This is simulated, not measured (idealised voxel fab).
Herein follows the process module entitled voxel capacitor over wiring.
In the cross-section labelled cut, the width is 285 nm and each square cell is 5 nm.
A cross-section in this document is a grid of square cells, and it is written down as bands, the top band listed before the ones below it; a band is made up of one or more rows of cells.
The entry gives the band's vertical extent as a top height and a bottom height in nm, then its horizontal make-up as materials from left to right, each with a width in nm. "air" stands for empty space; a single material marked "full width" fills the band edge to edge.
Height reference: 0 = level under which incoming wafer is all one material. Lowest band: no bottom, runs on downward, e.g. "0 -> down".
The expression "30->40" gives the width at the extremes of the band, the first number at its top row of cells and the second at its bottom row, with the width changing by equal amounts from each row to the next in between.
Reading "left unchanged" for a step: not a cell of the cross-section changed in it.
In the "Sealed internal cavities" entry, you get each enclosed empty space of 8 cells or more, one with no open way to the top, written width x height at distance, distance from the left edge, in nm.
Where a step's line continues beyond its settings, the continuation is a remark by the simulator itself on that step.
overlay nm: how far to the right of its planned place the mask lay on this masked step (negative: to the left).

-- Planned step list for the process
- 1: RECEIVE: material Si
- 2: CONFORMAL_DEP: material SiO2, thk nm 15
- 3: CONFORMAL_DEP: material SiCN, thk nm 5
- 4: DIRECTIONAL_DEP: material SiO2, thk nm 20
- 5: DIRECTIONAL_DEP: material aC, thk nm 10
- 6: PATTERN: tone open, mask id METAL_1, material resist, width nm 20, pitch nm 75, thk nm 30, overlay nm 0
- 7: DIRECTIONAL_ETCH: etch materials aC, depth nm 10
- 8: STRIP: etch materials resist
- 9: DIRECTIONAL_ETCH: etch materials SiO2, depth nm 20
- 10: DIRECTIONAL_ETCH: etch materials SiCN, depth nm 5
- 11: STRIP: etch materials aC
- 12: CONFORMAL_DEP: material TiN, thk nm 5
- 13: FILL_DEP: material Cu, thk nm 10
- 14: CMP: height nm 40
- 15: EPI: material Ru, thk nm 5
- 16: FILL_DEP: material SiCN, thk nm 5
- 17: DIRECTIONAL_DEP: material lowk, thk nm 10
- 18: PATTERN: tone open, mask id PLUG_1, material resist, width nm 15, thk nm 15, overlay nm 0
- 19: DIRECTIONAL_ETCH: etch materials lowk, depth nm 10
- 20: DIRECTIONAL_ETCH: etch materials SiCN, depth nm 5
- 21: STRIP: etch materials resist
- 22: CONFORMAL_DEP: material TiN, thk nm 5
- 23: FILL_DEP: material W, thk nm 5
- 24: CMP: height nm 60
- 25: DIRECTIONAL_DEP: material TiN, thk nm 5
- 26: DIRECTIONAL_DEP: material HfO2, thk nm 5
- 27: DIRECTIONAL_DEP: material TiN, thk nm 5
- 28: PATTERN: tone cover, mask id UPPER_PLATE, material resist, width nm 60, thk nm 15, overlay nm 0
- 29: DIRECTIONAL_ETCH: etch materials TiN, depth nm 5
- 30: DIRECTIONAL_ETCH: etch materials HfO2, depth nm 5
- 31: STRIP: etch materials resist
- 32: MASKED_ETCH: tone cover, mask id LOWER_PLATE, width nm 70, etch materials TiN, depth nm 5, overlay nm 0
- 33: FILL_DEP: material SiO2, thk nm 20
- 34: CMP: height nm 90
- 35: DIRECTIONAL_DEP: material aC, thk nm 10
- 36: PATTERN: tone open, mask id PLUG_2, material resist, width nm 15, thk nm 30, overlay nm 0
- 37: DIRECTIONAL_ETCH: etch materials aC, depth nm 10
- 38: STRIP: etch materials resist
- 39: DIRECTIONAL_ETCH: etch materials SiO2, depth nm 15
- 40: STRIP: etch materials aC
- 41: CONFORMAL_DEP: material TiN, thk nm 5
- 42: FILL_DEP: material W, thk nm 5
- 43: CMP: height nm 90
- 44: CONFORMAL_DEP: material SiN, thk nm 5

-- Cross-sectional view of the wafer in its as-received condition, corresponding to the state after step 1
- 0 -> down: Si full width
- Sealed internal cavities: none

-- Cross-section taken at module completion on the first of two wafers; processed per the plan
- 95 -> 90: SiN full width
- 90 -> 80: 110 of SiO2, then 5 of TiN, then 5 of W, then 5 of TiN, then 160 of SiO2
- 80 -> 70: 110->100 of SiO2, then 15->60 of TiN, then 160->125 of SiO2
- 70 -> 65: 100 of SiO2, then 60 of HfO2, then 125 of SiO2
- 65 -> 60: 95 of SiO2, then 70 of TiN, then 120 of SiO2
- 60 -> 50: 100 of lowk, then 5 of TiN, then 5 of W, then 5 of TiN, then 170 of lowk
- 50 -> 45: 100 of SiCN, then 15 of TiN, then 170 of SiCN
- 45 -> 40: 90 of SiCN, then 30 of Ru, then 45 of SiCN, then 30 of Ru, then 90 of SiCN
- 40 -> 20: 95 of SiO2, then 5 of TiN, then 10 of Cu, then 5 of TiN, then 55 of SiO2, then 5 of TiN, then 10 of Cu, then 5 of TiN, then 95 of SiO2
- 20 -> 15: 95 of SiCN, then 20 of TiN, then 55 of SiCN, then 20 of TiN, then 95 of SiCN
- 15 -> 0: SiO2 full width
- 0 -> down: Si full width
- Sealed internal cavities: none

-- Cross-section, wafer two of two, end of module: same start and plan as wafer one, one error in execution
- 95 -> 90: SiN full width
- 90 -> 80: 110 of SiO2, then 5 of TiN, then 5 of W, then 5 of TiN, then 160 of SiO2
- 80 -> 70: 110->105 of SiO2, then 15->60 of TiN, then 160->120 of SiO2
- 70 -> 65: 105 of SiO2, then 60 of HfO2, then 120 of SiO2
- 65 -> 60: 95 of SiO2, then 70 of TiN, then 120 of SiO2
- 60 -> 50: 100 of lowk, then 5 of TiN, then 5 of W, then 5 of TiN, then 170 of lowk
- 50 -> 45: 100 of SiCN, then 15 of TiN, then 170 of SiCN
- 45 -> 40: 90 of SiCN, then 30 of Ru, then 45 of SiCN, then 30 of Ru, then 90 of SiCN
- 40 -> 20: 95 of SiO2, then 5 of TiN, then 10 of Cu, then 5 of TiN, then 55 of SiO2, then 5 of TiN, then 10 of Cu, then 5 of TiN, then 95 of SiO2
- 20 -> 15: 95 of SiCN, then 20 of TiN, then 55 of SiCN, then 20 of TiN, then 95 of SiCN
- 15 -> 0: SiO2 full width
- 0 -> down: Si full width
- Sealed internal cavities: none
Error vs. plan: for step 28, the planned setting was not used; the step was instead run as PATTERN: tone cover, mask id UPPER_PLATE, material resist, width nm 60, thk nm 15, overlay nm 5
When the process is done, the second wafer contains the same cell count of every material as the first wafer, but distributed over other locations.
